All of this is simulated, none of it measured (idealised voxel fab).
process module | voxel self aligned vias
cross-section cut | 265 nm wide | cells 5 nm
A cross-section is a grid of square cells, given in bands from the top down. A band is one or more rows of cells.
Each band's line starts with the height of the band's top and of its bottom, in nm. Then come its materials from left to right, each with its width in nm. One material with "throughout" fills the band from edge to edge. "air" is empty space.
Height 0 is the level under which the wafer as received is all one material. The lowest band goes on downwards, as in "0 down".
A width such as "30 to 40" changes by the same amount from each row of cells to the next, from the band's top row to its bottom row.
"no change" after a step means that no cell of the cross-section changed.
closed voids: empty space of 8 cells or more with no open way to the top, each as width x height at its distance from the left edge, in nm
after a step's settings: what the simulator itself notes on the step
overlay nm, on a step with a mask: how far to the right of its planned place the mask lay; to the left if negative
plan
1 op RECEIVE | material Si
2 op CONFORMAL_DEP | material SiO2 | thk nm 15
3 op CONFORMAL_DEP | material SiCN | thk nm 5
4 op DIRECTIONAL_DEP | material lowk | thk nm 25
5 op DIRECTIONAL_DEP | material aC | thk nm 10
6 op PATTERN | tone open | mask id LINES | material resist | width nm 30 | pitch nm 80 | thk nm 30 | overlay nm 0
7 op DIRECTIONAL_ETCH | etch materials aC | depth nm 10
8 op STRIP | etch materials resist
9 op DIRECTIONAL_ETCH | etch materials lowk | depth nm 25
10 op STRIP | etch materials aC
11 op CONFORMAL_DEP | material TiN | thk nm 5
12 op FILL_DEP | material Ru | thk nm 10
13 op CMP | height nm 45
14 op SELECTIVE_ETCH | etch materials W Ru TiN | depth nm 10
15 op FILL_DEP | material SiN | thk nm 5
16 op CMP | height nm 45
17 op DIRECTIONAL_DEP | material lowk | thk nm 15
18 op DIRECTIONAL_DEP | material aC | thk nm 10
19 op PATTERN | tone open | mask id VIAS | material resist | width nm 50 | pitch nm 160 | thk nm 30 | overlay nm 0
20 op DIRECTIONAL_ETCH | etch materials aC | depth nm 10
21 op STRIP | etch materials resist
22 op DIRECTIONAL_ETCH | etch materials lowk | depth nm 15
23 op DIRECTIONAL_ETCH | etch materials SiN | depth nm 10
24 op STRIP | etch materials aC
25 op CONFORMAL_DEP | material TiN | thk nm 5
26 op FILL_DEP | material Cu | thk nm 10
27 op CMP | height nm 60
28 op CONFORMAL_DEP | material SiCN | thk nm 5
first wafer, as planned
as received, after step 1
  0 down: Si throughout
  closed voids: none
after step 2
  15 to 0: SiO2 throughout
  below 0: unchanged
after step 3
  20 to 15: SiCN throughout
  below 15: unchanged
after step 4
  45 to 20: lowk throughout
  below 20: unchanged
after step 5
  55 to 45: aC throughout
  below 45: unchanged
after step 6
  85 to 55: resist 35 | air 30 | resist 50 | air 30 | resist 50 | air 30 | resist 40
  below 55: unchanged
after step 7
  75 to 55: resist 35 | air 30 | resist 50 | air 30 | resist 50 | air 30 | resist 40
  55 to 45: aC 35 | air 30 | aC 50 | air 30 | aC 50 | air 30 | aC 40
  below 45: unchanged
after step 8
  55 to 45: aC 35 | air 30 | aC 50 | air 30 | aC 50 | air 30 | aC 40
  below 45: unchanged
after step 9
  55 to 45: aC 35 | air 30 | aC 50 | air 30 | aC 50 | air 30 | aC 40
  45 to 20: lowk 35 | air 30 | lowk 50 | air 30 | lowk 50 | air 30 | lowk 40
  below 20: unchanged
after step 10
  45 to 20: lowk 35 | air 30 | lowk 50 | air 30 | lowk 50 | air 30 | lowk 40
  below 20: unchanged
after step 11
  50 to 45: TiN 40 | air 20 | TiN 60 | air 20 | TiN 60 | air 20 | TiN 45
  45 to 25: lowk 35 | TiN 5 | air 20 | TiN 5 | lowk 50 | TiN 5 | air 20 | TiN 5 | lowk 50 | TiN 5 | air 20 | TiN 5 | lowk 40
  25 to 20: lowk 35 | TiN 30 | lowk 50 | TiN 30 | lowk 50 | TiN 30 | lowk 40
  below 20: unchanged
after step 12
  60 to 50: Ru throughout
  50 to 45: TiN 40 | Ru 20 | TiN 60 | Ru 20 | TiN 60 | Ru 20 | TiN 45
  45 to 25: lowk 35 | TiN 5 | Ru 20 | TiN 5 | lowk 50 | TiN 5 | Ru 20 | TiN 5 | lowk 50 | TiN 5 | Ru 20 | TiN 5 | lowk 40
  below 25: unchanged
after step 13
  45 to 25: lowk 35 | TiN 5 | Ru 20 | TiN 5 | lowk 50 | TiN 5 | Ru 20 | TiN 5 | lowk 50 | TiN 5 | Ru 20 | TiN 5 | lowk 40
  below 25: unchanged
after step 14
  45 to 35: lowk 35 | air 30 | lowk 50 | air 30 | lowk 50 | air 30 | lowk 40
  below 35: unchanged
after step 15
  50 to 45: SiN throughout
  45 to 35: lowk 35 | SiN 30 | lowk 50 | SiN 30 | lowk 50 | SiN 30 | lowk 40
  below 35: unchanged
after step 16
  45 to 35: lowk 35 | SiN 30 | lowk 50 | SiN 30 | lowk 50 | SiN 30 | lowk 40
  below 35: unchanged
after step 17
  60 to 45: lowk throughout
  below 45: unchanged
after step 18
  70 to 60: aC throughout
  below 60: unchanged
after step 19
  100 to 70: resist 25 | air 50 | resist 110 | air 50 | resist 30
  below 70: unchanged
after step 20
  90 to 70: resist 25 | air 50 | resist 110 | air 50 | resist 30
  70 to 60: aC 25 | air 50 | aC 110 | air 50 | aC 30
  below 60: unchanged
after step 21
  70 to 60: aC 25 | air 50 | aC 110 | air 50 | aC 30
  below 60: unchanged
after step 22
  70 to 60: aC 25 | air 50 | aC 110 | air 50 | aC 30
  60 to 45: lowk 25 | air 50 | lowk 110 | air 50 | lowk 30
  below 45: unchanged
after step 23
  70 to 60: aC 25 | air 50 | aC 110 | air 50 | aC 30
  60 to 45: lowk 25 | air 50 | lowk 110 | air 50 | lowk 30
  45 to 35: lowk 35 | air 30 | lowk 50 | SiN 30 | lowk 50 | air 30 | lowk 40
  below 35: unchanged
after step 24
  60 to 45: lowk 25 | air 50 | lowk 110 | air 50 | lowk 30
  below 45: unchanged
after step 25
  65 to 60: TiN 30 | air 40 | TiN 120 | air 40 | TiN 35
  60 to 50: lowk 25 | TiN 5 | air 40 | TiN 5 | lowk 110 | TiN 5 | air 40 | TiN 5 | lowk 30
  50 to 45: lowk 25 | TiN 15 | air 20 | TiN 15 | lowk 110 | TiN 15 | air 20 | TiN 15 | lowk 30
  45 to 40: lowk 35 | TiN 5 | air 20 | TiN 5 | lowk 50 | SiN 30 | lowk 50 | TiN 5 | air 20 | TiN 5 | lowk 40
  40 to 35: lowk 35 | TiN 30 | lowk 50 | SiN 30 | lowk 50 | TiN 30 | lowk 40
  below 35: unchanged
after step 26
  75 to 65: Cu throughout
  65 to 60: TiN 30 | Cu 40 | TiN 120 | Cu 40 | TiN 35
  60 to 50: lowk 25 | TiN 5 | Cu 40 | TiN 5 | lowk 110 | TiN 5 | Cu 40 | TiN 5 | lowk 30
  50 to 45: lowk 25 | TiN 15 | Cu 20 | TiN 15 | lowk 110 | TiN 15 | Cu 20 | TiN 15 | lowk 30
  45 to 40: lowk 35 | TiN 5 | Cu 20 | TiN 5 | lowk 50 | SiN 30 | lowk 50 | TiN 5 | Cu 20 | TiN 5 | lowk 40
  below 40: unchanged
after step 27
  60 to 50: lowk 25 | TiN 5 | Cu 40 | TiN 5 | lowk 110 | TiN 5 | Cu 40 | TiN 5 | lowk 30
  below 50: unchanged
after step 28
  65 to 60: SiCN throughout
  below 60: unchanged
second wafer: like start, like plan, one mistake. Through step 16 it matches the first wafer
when step 17 should have ended
  55 to 45: lowk throughout
  below 45: unchanged
when step 18 should have ended
  65 to 55: aC throughout
  below 55: unchanged
when step 19 should have ended
  95 to 65: resist 25 | air 50 | resist 110 | air 50 | resist 30
  below 65: unchanged
when step 20 should have ended
  85 to 65: resist 25 | air 50 | resist 110 | air 50 | resist 30
  65 to 55: aC 25 | air 50 | aC 110 | air 50 | aC 30
  below 55: unchanged
when step 21 should have ended
  65 to 55: aC 25 | air 50 | aC 110 | air 50 | aC 30
  below 55: unchanged
when step 22 should have ended
  65 to 55: aC 25 | air 50 | aC 110 | air 50 | aC 30
  55 to 45: lowk 25 | air 50 | lowk 110 | air 50 | lowk 30
  45 to 40: lowk 25 | air 10 | SiN 30 | air 10 | lowk 40 | SiN 30 | lowk 40 | air 10 | SiN 30 | air 10 | lowk 30
  below 40: unchanged
when step 23 should have ended
  65 to 55: aC 25 | air 50 | aC 110 | air 50 | aC 30
  55 to 45: lowk 25 | air 50 | lowk 110 | air 50 | lowk 30
  45 to 35: lowk 25 to 35 | air 50 to 30 | lowk 40 to 50 | SiN 30 | lowk 40 to 50 | air 50 to 30 | lowk 30 to 40
  below 35: unchanged
when step 24 should have ended
  55 to 45: lowk 25 | air 50 | lowk 110 | air 50 | lowk 30
  below 45: unchanged
when step 25 should have ended
  60 to 55: TiN 30 | air 40 | TiN 120 | air 40 | TiN 35
  55 to 45: lowk 25 | TiN 5 | air 40 | TiN 5 | lowk 110 | TiN 5 | air 40 | TiN 5 | lowk 30
  45 to 40: lowk 25 | TiN 15 | air 20 | TiN 15 | lowk 40 | SiN 30 | lowk 40 | TiN 15 | air 20 | TiN 15 | lowk 30
  40 to 35: lowk 35 | TiN 30 | lowk 50 | SiN 30 | lowk 50 | TiN 30 | lowk 40
  below 35: unchanged
when step 26 should have ended
  70 to 60: Cu throughout
  60 to 55: TiN 30 | Cu 40 | TiN 120 | Cu 40 | TiN 35
  55 to 45: lowk 25 | TiN 5 | Cu 40 | TiN 5 | lowk 110 | TiN 5 | Cu 40 | TiN 5 | lowk 30
  45 to 40: lowk 25 | TiN 15 | Cu 20 | TiN 15 | lowk 40 | SiN 30 | lowk 40 | TiN 15 | Cu 20 | TiN 15 | lowk 30
  below 40: unchanged
when step 27 should have ended
  60 to 55: TiN 30 | Cu 40 | TiN 120 | Cu 40 | TiN 35
  below 55: unchanged
when step 28 should have ended
  65 to 60: SiCN throughout
  below 60: unchanged
what went wrong: step 17 ran as: op DIRECTIONAL_DEP | material lowk | thk nm 10
at the end the second wafer has, in cells: 8 more of Cu | 33 more of TiN | 41 fewer of lowk
